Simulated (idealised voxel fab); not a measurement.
The name of this process module is voxel double patterning.
Each square cell in cross-section cut measures 5 nm, and the section as a whole is 265 nm wide.
The cross-sections in this document take the form of a grid made of square cells. They are written out as bands, in order from top to bottom. Each band consists of one or more rows of cells. Band: top height; bottom height; in nm. Then, left to right: material with width in nm, for each material. "throughout": a single material spanning edge to edge. "air": empty space. The reference from which all heights are counted is 0, the level beneath which the as-received wafer is entirely one material; the lowest band, having no lower bound, proceeds downward and is written after the example "0 -> down". You'd read "30->40" like this: the band's top row of cells is as wide as the first number, its bottom row is as wide as the second, and going down, every row changes width by the same amount as the row before did. Reading "everything unchanged" for a step: not a cell of the cross-section changed in it. "Enclosed void listing" lists enclosed empty spaces (at least 8 cells, no open path upward to the top), each as width x height at distance from the left edge, in nm. Where a step's line continues beyond its settings, the continuation is a remark by the simulator itself on that step. The setting "overlay nm" may be written on the line of a step. When the step uses a mask, the value reports how far to the right of the planned place the mask lay, and a negative value reports that it lay to the left.

### The process steps that were planned are listed below
1,RECEIVE,material Si
2,CONFORMAL_DEP,material SiO2,thk nm 10
3,DIRECTIONAL_DEP,material polySi,thk nm 10
4,DIRECTIONAL_DEP,material SiCN,thk nm 5
5,DIRECTIONAL_DEP,material aC,thk nm 15
6,PATTERN,tone open,mask id FIRST,material resist,width nm 15,pitch nm 50,thk nm 30,overlay nm 0
7,DIRECTIONAL_ETCH,etch materials aC,depth nm 15
8,STRIP,etch materials resist
9,DIRECTIONAL_ETCH,etch materials SiCN,depth nm 5
10,STRIP,etch materials aC
11,PATTERN,tone open,mask id SECOND,material resist,width nm 15,thk nm 15,overlay nm 0
12,DIRECTIONAL_ETCH,etch materials SiCN,depth nm 5
13,STRIP,etch materials resist
14,DIRECTIONAL_ETCH,etch materials polySi,depth nm 10
15,STRIP,etch materials SiCN

### Cross-section of the wafer at receipt, which is the condition after step 1
	0 -> down = Si throughout
	Enclosed void listing: none

### Here's the wafer cut in cross-section after the module, started and planned just like above, except one thing was done wrong in the run
	10 -> 0 = polySi 100 nm, air 15 nm, polySi 10 nm, air 15 nm, polySi 10 nm, air 15 nm, polySi 100 nm
	0 -> down = Si throughout
	Enclosed void listing: none
Deviation from plan: step 2 in the plan did not get run; it was skipped
